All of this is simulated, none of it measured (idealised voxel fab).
This section sets out a process module, namely voxel capacitor over wiring.
The cross-section shown here is cut; it is 280 nm wide and divided into square cells measuring 5 nm on a side.
This document writes a cross-section as a grid whose cells are square, and gives it as bands, listed from the top down; one or more rows of cells form a band. Read a band's entry like this: the first values are the height of its top and the height of its bottom in nm, and what follows is the sequence of materials from left to right, each with its width in nm. Note that "air" is empty space, and that a single material marked "full width" reaches across the band from edge to edge. Counting heights begins at 0, where everything beneath is, in the wafer as received, one material. The lowest band has no bottom; it goes on downwards, as "0..down" shows. Read "30 to 40" as a graded width: first number on top, second number at the bottom, same change between each pair of neighbouring rows. Any step labelled "everything unchanged" changed none of the cells in the cross-section. "Unvented cavities" enumerates empty spaces isolated from the top, with no open way to it, that contain at least 8 cells, giving each as width x height at distance from the left edge, all three in nm. Past the settings on a step's line: simulator remark, on that step. overlay nm: for a step with a mask, the amount by which the mask lay right of where it was planned; a negative amount means left of it.

# Process steps foreseen in the plan
1 RECEIVE,material Si
2 CONFORMAL_DEP,material SiO2,thk nm 15
3 DIRECTIONAL_DEP,material TiN,thk nm 5
4 DIRECTIONAL_DEP,material W,thk nm 20
5 DIRECTIONAL_DEP,material aC,thk nm 10
6 PATTERN,tone cover,mask id METAL_1,material resist,width nm 30,pitch nm 100,thk nm 30,overlay nm 0
7 DIRECTIONAL_ETCH,etch materials aC,depth nm 10
8 STRIP,etch materials resist
9 DIRECTIONAL_ETCH,etch materials W,depth nm 20
10 DIRECTIONAL_ETCH,etch materials TiN,depth nm 5
11 STRIP,etch materials aC
12 FILL_DEP,material SiO2,thk nm 5
13 CMP,height nm 40
14 CONFORMAL_DEP,material SiCN,thk nm 5
15 DIRECTIONAL_DEP,material SiO2,thk nm 20
16 PATTERN,tone open,mask id PLUG_1,material resist,width nm 15,thk nm 15,overlay nm 0
17 DIRECTIONAL_ETCH,etch materials SiO2,depth nm 20
18 DIRECTIONAL_ETCH,etch materials SiCN,depth nm 5
19 STRIP,etch materials resist
20 CONFORMAL_DEP,material TiN,thk nm 5
21 FILL_DEP,material Cu,thk nm 5
22 CMP,height nm 65
23 DIRECTIONAL_DEP,material TiN,thk nm 10
24 DIRECTIONAL_DEP,material HfO2,thk nm 5
25 DIRECTIONAL_DEP,material TiN,thk nm 5
26 DIRECTIONAL_DEP,material aC,thk nm 15
27 PATTERN,tone cover,mask id UPPER_PLATE,material resist,width nm 75,thk nm 30,overlay nm 0
28 DIRECTIONAL_ETCH,etch materials aC,depth nm 15
29 STRIP,etch materials resist
30 DIRECTIONAL_ETCH,etch materials TiN,depth nm 5
31 DIRECTIONAL_ETCH,etch materials HfO2,depth nm 5
32 STRIP,etch materials aC
33 MASKED_ETCH,tone cover,mask id LOWER_PLATE,width nm 85,etch materials TiN,depth nm 10,overlay nm 0
34 FILL_DEP,material SiO2,thk nm 20
35 CMP,height nm 100
36 DIRECTIONAL_DEP,material aC,thk nm 15
37 PATTERN,tone open,mask id PLUG_2,material resist,width nm 15,thk nm 35,overlay nm 0
38 DIRECTIONAL_ETCH,etch materials aC,depth nm 15
39 STRIP,etch materials resist
40 DIRECTIONAL_ETCH,etch materials SiO2,depth nm 15
41 STRIP,etch materials aC
42 CONFORMAL_DEP,material TiN,thk nm 5
43 FILL_DEP,material Ru,thk nm 10
44 CMP,height nm 100
45 CONFORMAL_DEP,material SiCN,thk nm 5

# Cross-section: wafer on arrival = after step 1
- 0..down = Si full width
- Unvented cavities: none

# Wafer at module end, in section. Began as above, planned as above, run with one mistake
- 105..100 = Cu full width
- 100..90 = SiO2 (100) / TiN (5) / Ru (5) / TiN (5) / SiO2 (165)
- 90..80 = SiO2 (100 to 90) / TiN (15 to 75) / SiO2 (165 to 115)
- 80..75 = SiO2 (90) / HfO2 (75) / SiO2 (115)
- 75..65 = SiO2 (85) / TiN (85) / SiO2 (110)
- 65..45 = SiO2 (90) / TiN (5) / Cu (5) / TiN (5) / SiO2 (175)
- 45..40 = SiCN (90) / TiN (15) / SiCN (175)
- 40..20 = SiO2 (75) / W (30) / SiO2 (70) / W (30) / SiO2 (75)
- 20..15 = SiO2 (75) / TiN (30) / SiO2 (70) / TiN (30) / SiO2 (75)
- 15..0 = SiO2 full width
- 0..down = Si full width
- Unvented cavities: none
Nonconformance to the process plan: so step 45 ended up running with a different setting than we planned, it ran as CONFORMAL_DEP,material Cu,thk nm 5
